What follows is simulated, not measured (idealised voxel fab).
process module | voxel lift off
cross-section cut | 285 nm wide | cells 5 nm
A cross-section is a grid of square cells, given in bands from the top down. A band is one or more rows of cells.
Each band's line starts with the height of the band's top and of its bottom, in nm. Then come its materials from left to right, each with its width in nm. One material with "throughout" fills the band from edge to edge. "air" is empty space.
Height 0 is the level under which the wafer as received is all one material. The lowest band goes on downwards, as in "0 down".
A width such as "30 to 40" changes by the same amount from each row of cells to the next, from the band's top row to its bottom row.
"no change" after a step means that no cell of the cross-section changed.
closed voids: empty space of 8 cells or more with no open way to the top, each as width x height at its distance from the left edge, in nm
after a step's settings: what the simulator itself notes on the step
overlay nm, on a step with a mask: how far to the right of its planned place the mask lay; to the left if negative
plan
1 op RECEIVE | material Si
2 op CONFORMAL_DEP | material SiO2 | thk nm 15
3 op PATTERN | tone open | mask id LINES | material resist | width nm 25 | pitch nm 40 | thk nm 20 | overlay nm 0
4 op DIRECTIONAL_DEP | material Ru | thk nm 10
5 op STRIP | etch materials resist
6 op CONFORMAL_DEP | material SiN | thk nm 10
as received, after step 1
  0 down: Si throughout
  closed voids: none
a wafer at the end: this start, this plan, one mistake
  35 to 25: air 105 | SiN 85 | air 95
  25 to 15: SiN 115 | Ru 25 | SiN 15 | Ru 25 | SiN 105
  15 to 0: SiO2 throughout
  0 down: Si throughout
  closed voids: none
what went wrong: step 3 ran as: op PATTERN | tone open | mask id LINES | material resist | width nm 25 | pitch nm 40 | thk nm 20 | overlay nm 5
